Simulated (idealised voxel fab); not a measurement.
process module | voxel capacitor over wiring
cross-section cut | 210 nm wide | cells 5 nm
A cross-section is a grid of square cells, given in bands from the top down. A band is one or more rows of cells.
Each band's line starts with the height of the band's top and of its bottom, in nm. Then come its materials from left to right, each with its width in nm. One material with "throughout" fills the band from edge to edge. "air" is empty space.
Height 0 is the level under which the wafer as received is all one material. The lowest band goes on downwards, as in "0 down".
A width such as "30 to 40" changes by the same amount from each row of cells to the next, from the band's top row to its bottom row.
"no change" after a step means that no cell of the cross-section changed.
closed voids: empty space of 8 cells or more with no open way to the top, each as width x height at its distance from the left edge, in nm
after a step's settings: what the simulator itself notes on the step
overlay nm, on a step with a mask: how far to the right of its planned place the mask lay; to the left if negative
Each pair below shows a cross-section before one step and the cross-section after it, down to the lowest band that changed. The line under each pair gives the step between them, with its settings. The pairs can come from different runs of this module on the same starting wafer, so a pair continues from the pair above only where its "before" says so.
before
  0 down: Si throughout
  closed voids: none
after
  10 to 0: SiO2 throughout
  below 0: unchanged
  closed voids: none
the step between: op CONFORMAL_DEP | material SiO2 | thk nm 10
before: the cross-section after the pair above
after
  15 to 10: SiCN throughout
  below 10: unchanged
  closed voids: none
the step between: op CONFORMAL_DEP | material SiCN | thk nm 5
before: the cross-section after the pair above
after
  40 to 15: SiO2 throughout
  below 15: unchanged
  closed voids: none
the step between: op DIRECTIONAL_DEP | material SiO2 | thk nm 25
before: the cross-section after the pair above
after
  60 to 40: resist 50 | air 25 | resist 55 | air 25 | resist 55
  below 40: unchanged
  closed voids: none
the step between: op PATTERN | tone open | mask id METAL_1 | material resist | width nm 25 | pitch nm 80 | thk nm 20 | overlay nm 0
before: the cross-section after the pair above
after
  60 to 40: resist 50 | air 25 | resist 55 | air 25 | resist 55
  40 to 15: SiO2 50 | air 25 | SiO2 55 | air 25 | SiO2 55
  below 15: unchanged
  closed voids: none
the step between: op DIRECTIONAL_ETCH | etch materials SiO2 | depth nm 25
before: the cross-section after the pair above
after
  60 to 40: resist 50 | air 25 | resist 55 | air 25 | resist 55
  40 to 15: SiO2 50 | air 25 | SiO2 55 | air 25 | SiO2 55
  15 to 10: SiCN 50 | air 25 | SiCN 55 | air 25 | SiCN 55
  below 10: unchanged
  closed voids: none
the step between: op DIRECTIONAL_ETCH | etch materials SiCN | depth nm 5
before: the cross-section after the pair above
after
  40 to 15: SiO2 50 | air 25 | SiO2 55 | air 25 | SiO2 55
  below 15: unchanged
  closed voids: none
the step between: op STRIP | etch materials resist
before: the cross-section after the pair above
after
  45 to 40: TiN 55 | air 15 | TiN 65 | air 15 | TiN 60
  40 to 15: SiO2 50 | TiN 5 | air 15 | TiN 5 | SiO2 55 | TiN 5 | air 15 | TiN 5 | SiO2 55
  15 to 10: SiCN 50 | TiN 25 | SiCN 55 | TiN 25 | SiCN 55
  below 10: unchanged
  closed voids: none
the step between: op CONFORMAL_DEP | material TiN | thk nm 5
before: the cross-section after the pair above
after
  55 to 45: Ru throughout
  45 to 40: TiN 55 | Ru 15 | TiN 65 | Ru 15 | TiN 60
  40 to 15: SiO2 50 | TiN 5 | Ru 15 | TiN 5 | SiO2 55 | TiN 5 | Ru 15 | TiN 5 | SiO2 55
  below 15: unchanged
  closed voids: none
the step between: op FILL_DEP | material Ru | thk nm 10
before: the cross-section after the pair above
after
  40 to 15: SiO2 50 | TiN 5 | Ru 15 | TiN 5 | SiO2 55 | TiN 5 | Ru 15 | TiN 5 | SiO2 55
  below 15: unchanged
  closed voids: none
the step between: op CMP | height nm 40
before: the cross-section after the pair above
after
  45 to 40: SiCN throughout
  below 40: unchanged
  closed voids: none
the step between: op CONFORMAL_DEP | material SiCN | thk nm 5
before: the cross-section after the pair above
after
  60 to 45: lowk throughout
  below 45: unchanged
  closed voids: none
the step between: op DIRECTIONAL_DEP | material lowk | thk nm 15
before: the cross-section after the pair above
after
  75 to 60: resist 60 | air 15 | resist 135
  below 60: unchanged
  closed voids: none
the step between: op PATTERN | tone open | mask id PLUG_1 | material resist | width nm 15 | thk nm 15 | overlay nm 0
before: the cross-section after the pair above
after
  75 to 60: resist 60 | air 15 | resist 135
  60 to 45: lowk 60 | air 15 | lowk 135
  below 45: unchanged
  closed voids: none
the step between: op DIRECTIONAL_ETCH | etch materials lowk | depth nm 15
before: the cross-section after the pair above
after
  75 to 60: resist 60 | air 15 | resist 135
  60 to 45: lowk 60 | air 15 | lowk 135
  45 to 40: SiCN 60 | air 15 | SiCN 135
  below 40: unchanged
  closed voids: none
the step between: op DIRECTIONAL_ETCH | etch materials SiCN | depth nm 5
before: the cross-section after the pair above
after
  60 to 45: lowk 60 | air 15 | lowk 135
  below 45: unchanged
  closed voids: none
the step between: op STRIP | etch materials resist
before: the cross-section after the pair above
after
  60 to 50: lowk 60 | air 15 | lowk 135
  50 to 45: lowk 60 | Ru 15 | lowk 135
  45 to 40: SiCN 60 | Ru 15 | SiCN 135
  below 40: unchanged
  closed voids: none
the step between: op EPI | material Ru | thk nm 10
before: the cross-section after the pair above
after
  60 to 45: lowk 60 | Ru 15 | lowk 135
  below 45: unchanged
  closed voids: none
the step between: op EPI | material Ru | thk nm 10
before: the cross-section after the pair above
after
  70 to 60: TiN throughout
  below 60: unchanged
  closed voids: none
the step between: op DIRECTIONAL_DEP | material TiN | thk nm 10
before: the cross-section after the pair above
after
  75 to 70: Al2O3 throughout
  below 70: unchanged
  closed voids: none
the step between: op DIRECTIONAL_DEP | material Al2O3 | thk nm 5
before: the cross-section after the pair above
after
  85 to 75: TiN throughout
  below 75: unchanged
  closed voids: none
the step between: op DIRECTIONAL_DEP | material TiN | thk nm 10
before: the cross-section after the pair above
after
  95 to 85: aC throughout
  below 85: unchanged
  closed voids: none
the step between: op DIRECTIONAL_DEP | material aC | thk nm 10
before: the cross-section after the pair above
after
  120 to 95: air 60 | resist 60 | air 90
  below 95: unchanged
  closed voids: none
the step between: op PATTERN | tone cover | mask id UPPER_PLATE | material resist | width nm 60 | thk nm 25 | overlay nm 0
before: the cross-section after the pair above
after
  110 to 95: air 60 | resist 60 | air 90
  95 to 85: air 60 | aC 60 | air 90
  below 85: unchanged
  closed voids: none
the step between: op DIRECTIONAL_ETCH | etch materials aC | depth nm 10
before: the cross-section after the pair above
after
  95 to 85: air 60 | aC 60 | air 90
  below 85: unchanged
  closed voids: none
the step between: op STRIP | etch materials resist
before: the cross-section after the pair above
after
  95 to 85: air 60 | aC 60 | air 90
  85 to 75: air 60 | TiN 60 | air 90
  below 75: unchanged
  closed voids: none
the step between: op DIRECTIONAL_ETCH | etch materials TiN | depth nm 10
before: the cross-section after the pair above
after
  95 to 85: air 60 | aC 60 | air 90
  85 to 75: air 60 | TiN 60 | air 90
  75 to 70: air 60 | Al2O3 60 | air 90
  below 70: unchanged
  closed voids: none
the step between: op DIRECTIONAL_ETCH | etch materials Al2O3 | depth nm 5
before: the cross-section after the pair above
after
  85 to 75: air 60 | TiN 60 | air 90
  below 75: unchanged
  closed voids: none
the step between: op STRIP | etch materials aC
before: the cross-section after the pair above
after
  100 to 85: air 60 | aC 60 | air 90
  85 to 75: aC 60 | TiN 60 | aC 90
  75 to 70: aC 60 | Al2O3 60 | aC 90
  below 70: unchanged
  closed voids: none
the step between: op DIRECTIONAL_DEP | material aC | thk nm 15
before: the cross-section after the pair above
after
  130 to 100: air 55 | resist 70 | air 85
  100 to 85: air 55 | resist 5 | aC 60 | resist 5 | air 85
  below 85: unchanged
  closed voids: none
the step between: op PATTERN | tone cover | mask id LOWER_PLATE | material resist | width nm 70 | thk nm 30 | overlay nm 0
before: the cross-section after the pair above
after
  115 to 100: air 55 | resist 70 | air 85
  100 to 85: air 55 | resist 5 | aC 60 | resist 5 | air 85
  85 to 75: air 55 | aC 5 | TiN 60 | aC 5 | air 85
  75 to 70: air 55 | aC 5 | Al2O3 60 | aC 5 | air 85
  below 70: unchanged
  closed voids: none
the step between: op DIRECTIONAL_ETCH | etch materials aC | depth nm 15
before: the cross-section after the pair above
after
  100 to 85: air 60 | aC 60 | air 90
  below 85: unchanged
  closed voids: none
the step between: op STRIP | etch materials resist
before: the cross-section after the pair above
after
  100 to 85: air 60 | aC 60 | air 90
  85 to 75: air 55 | aC 5 | TiN 60 | aC 5 | air 85
  75 to 70: air 55 | aC 5 | Al2O3 60 | aC 5 | air 85
  70 to 60: air 55 | TiN 70 | air 85
  below 60: unchanged
  closed voids: none
the step between: op DIRECTIONAL_ETCH | etch materials TiN | depth nm 10
before: the cross-section after the pair above
after
  85 to 75: air 60 | TiN 60 | air 90
  75 to 70: air 60 | Al2O3 60 | air 90
  below 70: unchanged
  closed voids: none
the step between: op STRIP | etch materials aC
before: the cross-section after the pair above
after
  100 to 85: SiO2 throughout
  85 to 75: SiO2 60 | TiN 60 | SiO2 90
  75 to 70: SiO2 60 | Al2O3 60 | SiO2 90
  70 to 60: SiO2 55 | TiN 70 | SiO2 85
  below 60: unchanged
  closed voids: none
the step between: op FILL_DEP | material SiO2 | thk nm 15
before: the cross-section after the pair above
after
  95 to 85: SiO2 throughout
  below 85: unchanged
  closed voids: none
the step between: op CMP | height nm 95
before: the cross-section after the pair above
after
  105 to 95: aC throughout
  below 95: unchanged
  closed voids: none
the step between: op DIRECTIONAL_DEP | material aC | thk nm 10
before: the cross-section after the pair above
after
  130 to 105: resist 70 | air 15 | resist 125
  below 105: unchanged
  closed voids: none
the step between: op PATTERN | tone open | mask id PLUG_2 | material resist | width nm 15 | thk nm 25 | overlay nm 0
before: the cross-section after the pair above
after
  120 to 105: resist 70 | air 15 | resist 125
  105 to 95: aC 70 | air 15 | aC 125
  below 95: unchanged
  closed voids: none
the step between: op DIRECTIONAL_ETCH | etch materials aC | depth nm 10
before: the cross-section after the pair above
after
  105 to 95: aC 70 | air 15 | aC 125
  below 95: unchanged
  closed voids: none
the step between: op STRIP | etch materials resist
before: the cross-section after the pair above
after
  105 to 95: aC 70 | air 15 | aC 125
  95 to 85: SiO2 70 | air 15 | SiO2 125
  below 85: unchanged
  closed voids: none
the step between: op DIRECTIONAL_ETCH | etch materials SiO2 | depth nm 10
before: the cross-section after the pair above
after
  95 to 85: SiO2 70 | air 15 | SiO2 125
  below 85: unchanged
  closed voids: none
the step between: op STRIP | etch materials aC
before: the cross-section after the pair above
after
  100 to 95: TiN 75 | air 5 | TiN 130
  95 to 90: SiO2 70 | TiN 5 | air 5 | TiN 5 | SiO2 125
  90 to 85: SiO2 70 | TiN 15 | SiO2 125
  below 85: unchanged
  closed voids: none
the step between: op CONFORMAL_DEP | material TiN | thk nm 5
before: the cross-section after the pair above
after
  105 to 100: Cu throughout
  100 to 95: TiN 75 | Cu 5 | TiN 130
  95 to 90: SiO2 70 | TiN 5 | Cu 5 | TiN 5 | SiO2 125
  below 90: unchanged
  closed voids: none
the step between: op FILL_DEP | material Cu | thk nm 5
before: the cross-section after the pair above
after
  95 to 90: SiO2 70 | TiN 5 | Cu 5 | TiN 5 | SiO2 125
  below 90: unchanged
  closed voids: none
the step between: op CMP | height nm 95
before: the cross-section after the pair above
after
  100 to 95: SiN throughout
  below 95: unchanged
  closed voids: none
the step between: op CONFORMAL_DEP | material SiN | thk nm 5
before
  10 to 0: SiO2 throughout
  0 down: Si throughout
  closed voids: none
after
  35 to 0: SiO2 throughout
  below 0: unchanged
  closed voids: none
the step between: op DIRECTIONAL_DEP | material SiO2 | thk nm 25
before: the cross-section after the pair above
after
  55 to 35: resist 50 | air 25 | resist 55 | air 25 | resist 55
  below 35: unchanged
  closed voids: none
the step between: op PATTERN | tone open | mask id METAL_1 | material resist | width nm 25 | pitch nm 80 | thk nm 20 | overlay nm 0
before: the cross-section after the pair above
after
  55 to 35: resist 50 | air 25 | resist 55 | air 25 | resist 55
  35 to 10: SiO2 50 | air 25 | SiO2 55 | air 25 | SiO2 55
  below 10: unchanged
  closed voids: none
the step between: op DIRECTIONAL_ETCH | etch materials SiO2 | depth nm 25
before: the cross-section after the pair above
after
  35 to 10: SiO2 50 | air 25 | SiO2 55 | air 25 | SiO2 55
  below 10: unchanged
  closed voids: none
the step between: op STRIP | etch materials resist
before: the cross-section after the pair above
after
  40 to 35: TiN 55 | air 15 | TiN 65 | air 15 | TiN 60
  35 to 15: SiO2 50 | TiN 5 | air 15 | TiN 5 | SiO2 55 | TiN 5 | air 15 | TiN 5 | SiO2 55
  15 to 10: SiO2 50 | TiN 25 | SiO2 55 | TiN 25 | SiO2 55
  below 10: unchanged
  closed voids: none
the step between: op CONFORMAL_DEP | material TiN | thk nm 5
before: the cross-section after the pair above
after
  50 to 40: Ru throughout
  40 to 35: TiN 55 | Ru 15 | TiN 65 | Ru 15 | TiN 60
  35 to 15: SiO2 50 | TiN 5 | Ru 15 | TiN 5 | SiO2 55 | TiN 5 | Ru 15 | TiN 5 | SiO2 55
  below 15: unchanged
  closed voids: none
the step between: op FILL_DEP | material Ru | thk nm 10
before: the cross-section after the pair above
after
  40 to 35: TiN 55 | Ru 15 | TiN 65 | Ru 15 | TiN 60
  below 35: unchanged
  closed voids: none
the step between: op CMP | height nm 40
before: the cross-section after the pair above
after
  45 to 40: SiCN throughout
  below 40: unchanged
  closed voids: none
the step between: op CONFORMAL_DEP | material SiCN | thk nm 5
before: the cross-section after the pair above
after
  60 to 45: lowk throughout
  below 45: unchanged
  closed voids: none
the step between: op DIRECTIONAL_DEP | material lowk | thk nm 15
before: the cross-section after the pair above
after
  75 to 60: resist 60 | air 15 | resist 135
  below 60: unchanged
  closed voids: none
the step between: op PATTERN | tone open | mask id PLUG_1 | material resist | width nm 15 | thk nm 15 | overlay nm 0
before: the cross-section after the pair above
after
  75 to 60: resist 60 | air 15 | resist 135
  60 to 45: lowk 60 | air 15 | lowk 135
  below 45: unchanged
  closed voids: none
the step between: op DIRECTIONAL_ETCH | etch materials lowk | depth nm 15
before: the cross-section after the pair above
after
  75 to 60: resist 60 | air 15 | resist 135
  60 to 45: lowk 60 | air 15 | lowk 135
  45 to 40: SiCN 60 | air 15 | SiCN 135
  below 40: unchanged
  closed voids: none
the step between: op DIRECTIONAL_ETCH | etch materials SiCN | depth nm 5
before: the cross-section after the pair above
after
  60 to 45: lowk 60 | air 15 | lowk 135
  below 45: unchanged
  closed voids: none
the step between: op STRIP | etch materials resist
before: the cross-section after the pair above
after
  60 to 50: lowk 60 | air 15 | lowk 135
  50 to 45: lowk 60 | Ru 15 | lowk 135
  45 to 40: SiCN 60 | Ru 15 | SiCN 135
  below 40: unchanged
  closed voids: none
the step between: op EPI | material Ru | thk nm 10
before: the cross-section after the pair above
after
  60 to 45: lowk 60 | Ru 15 | lowk 135
  below 45: unchanged
  closed voids: none
the step between: op EPI | material Ru | thk nm 10
before: the cross-section after the pair above
after
  70 to 60: TiN throughout
  below 60: unchanged
  closed voids: none
the step between: op DIRECTIONAL_DEP | material TiN | thk nm 10
before: the cross-section after the pair above
after
  75 to 70: Al2O3 throughout
  below 70: unchanged
  closed voids: none
the step between: op DIRECTIONAL_DEP | material Al2O3 | thk nm 5
before: the cross-section after the pair above
after
  85 to 75: TiN throughout
  below 75: unchanged
  closed voids: none
the step between: op DIRECTIONAL_DEP | material TiN | thk nm 10
before: the cross-section after the pair above
after
  95 to 85: aC throughout
  below 85: unchanged
  closed voids: none
the step between: op DIRECTIONAL_DEP | material aC | thk nm 10
before: the cross-section after the pair above
after
  120 to 95: air 60 | resist 60 | air 90
  below 95: unchanged
  closed voids: none
the step between: op PATTERN | tone cover | mask id UPPER_PLATE | material resist | width nm 60 | thk nm 25 | overlay nm 0
before: the cross-section after the pair above
after
  110 to 95: air 60 | resist 60 | air 90
  95 to 85: air 60 | aC 60 | air 90
  below 85: unchanged
  closed voids: none
the step between: op DIRECTIONAL_ETCH | etch materials aC | depth nm 10
before: the cross-section after the pair above
after
  95 to 85: air 60 | aC 60 | air 90
  below 85: unchanged
  closed voids: none
the step between: op STRIP | etch materials resist
before: the cross-section after the pair above
after
  95 to 85: air 60 | aC 60 | air 90
  85 to 75: air 60 | TiN 60 | air 90
  below 75: unchanged
  closed voids: none
the step between: op DIRECTIONAL_ETCH | etch materials TiN | depth nm 10
before: the cross-section after the pair above
after
  95 to 85: air 60 | aC 60 | air 90
  85 to 75: air 60 | TiN 60 | air 90
  75 to 70: air 60 | Al2O3 60 | air 90
  below 70: unchanged
  closed voids: none
the step between: op DIRECTIONAL_ETCH | etch materials Al2O3 | depth nm 5
before: the cross-section after the pair above
after
  85 to 75: air 60 | TiN 60 | air 90
  below 75: unchanged
  closed voids: none
the step between: op STRIP | etch materials aC
before: the cross-section after the pair above
after
  100 to 85: air 60 | aC 60 | air 90
  85 to 75: aC 60 | TiN 60 | aC 90
  75 to 70: aC 60 | Al2O3 60 | aC 90
  below 70: unchanged
  closed voids: none
the step between: op DIRECTIONAL_DEP | material aC | thk nm 15
before: the cross-section after the pair above
after
  130 to 100: air 55 | resist 70 | air 85
  100 to 85: air 55 | resist 5 | aC 60 | resist 5 | air 85
  below 85: unchanged
  closed voids: none
the step between: op PATTERN | tone cover | mask id LOWER_PLATE | material resist | width nm 70 | thk nm 30 | overlay nm 0
before: the cross-section after the pair above
after
  115 to 100: air 55 | resist 70 | air 85
  100 to 85: air 55 | resist 5 | aC 60 | resist 5 | air 85
  85 to 75: air 55 | aC 5 | TiN 60 | aC 5 | air 85
  75 to 70: air 55 | aC 5 | Al2O3 60 | aC 5 | air 85
  below 70: unchanged
  closed voids: none
the step between: op DIRECTIONAL_ETCH | etch materials aC | depth nm 15
before: the cross-section after the pair above
after
  100 to 85: air 60 | aC 60 | air 90
  below 85: unchanged
  closed voids: none
the step between: op STRIP | etch materials resist
before: the cross-section after the pair above
after
  100 to 85: air 60 | aC 60 | air 90
  85 to 75: air 55 | aC 5 | TiN 60 | aC 5 | air 85
  75 to 70: air 55 | aC 5 | Al2O3 60 | aC 5 | air 85
  70 to 60: air 55 | TiN 70 | air 85
  below 60: unchanged
  closed voids: none
the step between: op DIRECTIONAL_ETCH | etch materials TiN | depth nm 10
before: the cross-section after the pair above
after
  85 to 75: air 60 | TiN 60 | air 90
  75 to 70: air 60 | Al2O3 60 | air 90
  below 70: unchanged
  closed voids: none
the step between: op STRIP | etch materials aC
before: the cross-section after the pair above
after
  100 to 85: SiO2 throughout
  85 to 75: SiO2 60 | TiN 60 | SiO2 90
  75 to 70: SiO2 60 | Al2O3 60 | SiO2 90
  70 to 60: SiO2 55 | TiN 70 | SiO2 85
  below 60: unchanged
  closed voids: none
the step between: op FILL_DEP | material SiO2 | thk nm 15
before: the cross-section after the pair above
after
  95 to 85: SiO2 throughout
  below 85: unchanged
  closed voids: none
the step between: op CMP | height nm 95
before: the cross-section after the pair above
after
  105 to 95: aC throughout
  below 95: unchanged
  closed voids: none
the step between: op DIRECTIONAL_DEP | material aC | thk nm 10
before: the cross-section after the pair above
after
  130 to 105: resist 70 | air 15 | resist 125
  below 105: unchanged
  closed voids: none
the step between: op PATTERN | tone open | mask id PLUG_2 | material resist | width nm 15 | thk nm 25 | overlay nm 0
before: the cross-section after the pair above
after
  120 to 105: resist 70 | air 15 | resist 125
  105 to 95: aC 70 | air 15 | aC 125
  below 95: unchanged
  closed voids: none
the step between: op DIRECTIONAL_ETCH | etch materials aC | depth nm 10
before: the cross-section after the pair above
after
  105 to 95: aC 70 | air 15 | aC 125
  below 95: unchanged
  closed voids: none
the step between: op STRIP | etch materials resist
before: the cross-section after the pair above
after
  105 to 95: aC 70 | air 15 | aC 125
  95 to 85: SiO2 70 | air 15 | SiO2 125
  below 85: unchanged
  closed voids: none
the step between: op DIRECTIONAL_ETCH | etch materials SiO2 | depth nm 10
before: the cross-section after the pair above
after
  95 to 85: SiO2 70 | air 15 | SiO2 125
  below 85: unchanged
  closed voids: none
the step between: op STRIP | etch materials aC
before: the cross-section after the pair above
after
  100 to 95: TiN 75 | air 5 | TiN 130
  95 to 90: SiO2 70 | TiN 5 | air 5 | TiN 5 | SiO2 125
  90 to 85: SiO2 70 | TiN 15 | SiO2 125
  below 85: unchanged
  closed voids: none
the step between: op CONFORMAL_DEP | material TiN | thk nm 5
before: the cross-section after the pair above
after
  105 to 100: Cu throughout
  100 to 95: TiN 75 | Cu 5 | TiN 130
  95 to 90: SiO2 70 | TiN 5 | Cu 5 | TiN 5 | SiO2 125
  below 90: unchanged
  closed voids: none
the step between: op FILL_DEP | material Cu | thk nm 5
before: the cross-section after the pair above
after
  95 to 90: SiO2 70 | TiN 5 | Cu 5 | TiN 5 | SiO2 125
  below 90: unchanged
  closed voids: none
the step between: op CMP | height nm 95
before: the cross-section after the pair above
after
  100 to 95: SiN throughout
  below 95: unchanged
  closed voids: none
the step between: op CONFORMAL_DEP | material SiN | thk nm 5
before
  60 to 45: lowk 60 | Ru 15 | lowk 135
  45 to 40: SiCN 60 | Ru 15 | SiCN 135
  40 to 15: SiO2 50 | TiN 5 | Ru 15 | TiN 5 | SiO2 55 | TiN 5 | Ru 15 | TiN 5 | SiO2 55
  15 to 10: SiCN 50 | TiN 25 | SiCN 55 | TiN 25 | SiCN 55
  10 to 0: SiO2 throughout
  0 down: Si throughout
  closed voids: none
after
  70 to 60: air 50 | Ru 35 | air 125
  below 60: unchanged
  closed voids: none
the step between: op EPI | material Ru | thk nm 10
before: the cross-section after the pair above
after
  80 to 70: air 50 | TiN 35 | air 125
  70 to 60: TiN 50 | Ru 35 | TiN 125
  below 60: unchanged
  closed voids: none
the step between: op DIRECTIONAL_DEP | material TiN | thk nm 10
before: the cross-section after the pair above
after
  85 to 80: air 50 | Al2O3 35 | air 125
  80 to 75: air 50 | TiN 35 | air 125
  75 to 70: Al2O3 50 | TiN 35 | Al2O3 125
  below 70: unchanged
  closed voids: none
the step between: op DIRECTIONAL_DEP | material Al2O3 | thk nm 5
before: the cross-section after the pair above
after
  95 to 85: air 50 | TiN 35 | air 125
  85 to 80: TiN 50 | Al2O3 35 | TiN 125
  80 to 75: TiN throughout
  below 75: unchanged
  closed voids: none
the step between: op DIRECTIONAL_DEP | material TiN | thk nm 10
before: the cross-section after the pair above
after
  105 to 95: air 50 | aC 35 | air 125
  95 to 85: aC 50 | TiN 35 | aC 125
  below 85: unchanged
  closed voids: none
the step between: op DIRECTIONAL_DEP | material aC | thk nm 10
before: the cross-section after the pair above
after
  130 to 105: air 60 | resist 60 | air 90
  105 to 95: air 50 | aC 35 | resist 35 | air 90
  below 95: unchanged
  closed voids: none
the step between: op PATTERN | tone cover | mask id UPPER_PLATE | material resist | width nm 60 | thk nm 25 | overlay nm 0
before: the cross-section after the pair above
after
  120 to 105: air 60 | resist 60 | air 90
  105 to 95: air 60 | aC 25 | resist 35 | air 90
  95 to 85: air 50 | TiN 35 | aC 35 | air 90
  below 85: unchanged
  closed voids: none
the step between: op DIRECTIONAL_ETCH | etch materials aC | depth nm 10
before: the cross-section after the pair above
after
  105 to 95: air 60 | aC 25 | air 125
  below 95: unchanged
  closed voids: none
the step between: op STRIP | etch materials resist
before: the cross-section after the pair above
after
  105 to 95: air 60 | aC 25 | air 125
  95 to 85: air 60 | TiN 25 | aC 35 | air 90
  85 to 80: air 50 | Al2O3 35 | TiN 35 | air 90
  80 to 75: air 50 | TiN 70 | air 90
  below 75: unchanged
  closed voids: none
the step between: op DIRECTIONAL_ETCH | etch materials TiN | depth nm 10
before: the cross-section after the pair above
after
  105 to 95: air 60 | aC 25 | air 125
  95 to 85: air 60 | TiN 25 | aC 35 | air 90
  85 to 80: air 60 | Al2O3 25 | TiN 35 | air 90
  80 to 75: air 50 | TiN 70 | air 90
  75 to 70: air 50 | TiN 35 | Al2O3 35 | air 90
  below 70: unchanged
  closed voids: none
the step between: op DIRECTIONAL_ETCH | etch materials Al2O3 | depth nm 5
before: the cross-section after the pair above
after
  95 to 85: air 60 | TiN 25 | air 125
  below 85: unchanged
  closed voids: none
the step between: op STRIP | etch materials aC
before: the cross-section after the pair above
after
  110 to 100: air 60 | aC 25 | air 125
  100 to 95: air 60 | aC 60 | air 90
  95 to 85: air 50 | aC 10 | TiN 25 | aC 35 | air 90
  85 to 80: aC 60 | Al2O3 25 | TiN 35 | aC 90
  80 to 75: aC 50 | TiN 70 | aC 90
  75 to 70: aC 50 | TiN 35 | Al2O3 35 | aC 90
  below 70: unchanged
  closed voids: none
the step between: op DIRECTIONAL_DEP | material aC | thk nm 15
before: the cross-section after the pair above
after
  140 to 110: air 55 | resist 70 | air 85
  110 to 100: air 55 | resist 5 | aC 25 | resist 40 | air 85
  100 to 95: air 55 | resist 5 | aC 60 | resist 5 | air 85
  95 to 85: air 50 | aC 10 | TiN 25 | aC 35 | resist 5 | air 85
  below 85: unchanged
  closed voids: none
the step between: op PATTERN | tone cover | mask id LOWER_PLATE | material resist | width nm 70 | thk nm 30 | overlay nm 0
before: the cross-section after the pair above
after
  125 to 110: air 55 | resist 70 | air 85
  110 to 100: air 55 | resist 5 | aC 25 | resist 40 | air 85
  100 to 95: air 55 | resist 5 | aC 60 | resist 5 | air 85
  95 to 85: air 55 | aC 5 | TiN 25 | aC 35 | resist 5 | air 85
  85 to 80: air 55 | aC 5 | Al2O3 25 | TiN 35 | aC 5 | air 85
  80 to 75: air 50 | TiN 70 | aC 5 | air 85
  75 to 70: air 50 | TiN 35 | Al2O3 35 | aC 5 | air 85
  below 70: unchanged
  closed voids: none
the step between: op DIRECTIONAL_ETCH | etch materials aC | depth nm 15
before: the cross-section after the pair above
after
  110 to 100: air 60 | aC 25 | air 125
  100 to 95: air 60 | aC 60 | air 90
  95 to 85: air 55 | aC 5 | TiN 25 | aC 35 | air 90
  below 85: unchanged
  closed voids: none
the step between: op STRIP | etch materials resist
before: the cross-section after the pair above
after
  110 to 100: air 60 | aC 25 | air 125
  100 to 95: air 60 | aC 60 | air 90
  95 to 85: air 55 | aC 5 | TiN 25 | aC 35 | air 90
  85 to 80: air 55 | aC 5 | Al2O3 25 | TiN 35 | aC 5 | air 85
  80 to 75: air 55 | TiN 65 | aC 5 | air 85
  75 to 70: air 55 | TiN 30 | Al2O3 35 | aC 5 | air 85
  70 to 60: air 50 | Ru 35 | TiN 40 | air 85
  below 60: unchanged
  closed voids: none
the step between: op DIRECTIONAL_ETCH | etch materials TiN | depth nm 10
before: the cross-section after the pair above
after
  95 to 85: air 60 | TiN 25 | air 125
  85 to 80: air 60 | Al2O3 25 | TiN 35 | air 90
  80 to 75: air 55 | TiN 65 | air 90
  75 to 70: air 55 | TiN 30 | Al2O3 35 | air 90
  below 70: unchanged
  closed voids: none
the step between: op STRIP | etch materials aC
before: the cross-section after the pair above
after
  110 to 95: SiO2 throughout
  95 to 85: SiO2 60 | TiN 25 | SiO2 125
  85 to 80: SiO2 60 | Al2O3 25 | TiN 35 | SiO2 90
  80 to 75: SiO2 55 | TiN 65 | SiO2 90
  75 to 70: SiO2 55 | TiN 30 | Al2O3 35 | SiO2 90
  70 to 60: SiO2 50 | Ru 35 | TiN 40 | SiO2 85
  below 60: unchanged
  closed voids: none
the step between: op FILL_DEP | material SiO2 | thk nm 15
before: the cross-section after the pair above
after
  95 to 85: SiO2 60 | TiN 25 | SiO2 125
  below 85: unchanged
  closed voids: none
the step between: op CMP | height nm 95
before: the cross-section after the pair above
after
  105 to 95: aC throughout
  below 95: unchanged
  closed voids: none
the step between: op DIRECTIONAL_DEP | material aC | thk nm 10
before: the cross-section after the pair above
after
  130 to 105: resist 70 | air 15 | resist 125
  below 105: unchanged
  closed voids: none
the step between: op PATTERN | tone open | mask id PLUG_2 | material resist | width nm 15 | thk nm 25 | overlay nm 0
before: the cross-section after the pair above
after
  120 to 105: resist 70 | air 15 | resist 125
  105 to 95: aC 70 | air 15 | aC 125
  below 95: unchanged
  closed voids: none
the step between: op DIRECTIONAL_ETCH | etch materials aC | depth nm 10
before: the cross-section after the pair above
after
  105 to 95: aC 70 | air 15 | aC 125
  below 95: unchanged
  closed voids: none
the step between: op STRIP | etch materials resist
before: the cross-section after the pair above
after
  95 to 85: SiO2 60 | TiN 25 | SiO2 125
  below 85: unchanged
  closed voids: none
the step between: op STRIP | etch materials aC
before: the cross-section after the pair above
after
  100 to 95: TiN throughout
  below 95: unchanged
  closed voids: none
the step between: op CONFORMAL_DEP | material TiN | thk nm 5
before: the cross-section after the pair above
after
  105 to 100: Cu throughout
  below 100: unchanged
  closed voids: none
the step between: op FILL_DEP | material Cu | thk nm 5
before: the cross-section after the pair above
after
  95 to 85: SiO2 60 | TiN 25 | SiO2 125
  below 85: unchanged
  closed voids: none
the step between: op CMP | height nm 95
before: the cross-section after the pair above
after
  100 to 95: SiN throughout
  below 95: unchanged
  closed voids: none
the step between: op CONFORMAL_DEP | material SiN | thk nm 5
before
  60 to 45: lowk 60 | Ru 15 | lowk 135
  45 to 40: SiCN 60 | Ru 15 | SiCN 135
  40 to 15: SiO2 50 | TiN 5 | Ru 15 | TiN 5 | SiO2 55 | TiN 5 | Ru 15 | TiN 5 | SiO2 55
  15 to 10: SiCN 50 | TiN 25 | SiCN 55 | TiN 25 | SiCN 55
  10 to 0: SiO2 throughout
  0 down: Si throughout
  closed voids: none
after
  65 to 60: Al2O3 throughout
  below 60: unchanged
  closed voids: none
the step between: op DIRECTIONAL_DEP | material Al2O3 | thk nm 5
before: the cross-section after the pair above
after
  75 to 65: TiN throughout
  below 65: unchanged
  closed voids: none
the step between: op DIRECTIONAL_DEP | material TiN | thk nm 10
before: the cross-section after the pair above
after
  85 to 65: TiN throughout
  below 65: unchanged
  closed voids: none
the step between: op DIRECTIONAL_DEP | material TiN | thk nm 10
before: the cross-section after the pair above
after
  95 to 85: aC throughout
  below 85: unchanged
  closed voids: none
the step between: op DIRECTIONAL_DEP | material aC | thk nm 10
before: the cross-section after the pair above
after
  120 to 95: air 60 | resist 60 | air 90
  below 95: unchanged
  closed voids: none
the step between: op PATTERN | tone cover | mask id UPPER_PLATE | material resist | width nm 60 | thk nm 25 | overlay nm 0
before: the cross-section after the pair above
after
  110 to 95: air 60 | resist 60 | air 90
  95 to 85: air 60 | aC 60 | air 90
  below 85: unchanged
  closed voids: none
the step between: op DIRECTIONAL_ETCH | etch materials aC | depth nm 10
before: the cross-section after the pair above
after
  95 to 85: air 60 | aC 60 | air 90
  below 85: unchanged
  closed voids: none
the step between: op STRIP | etch materials resist
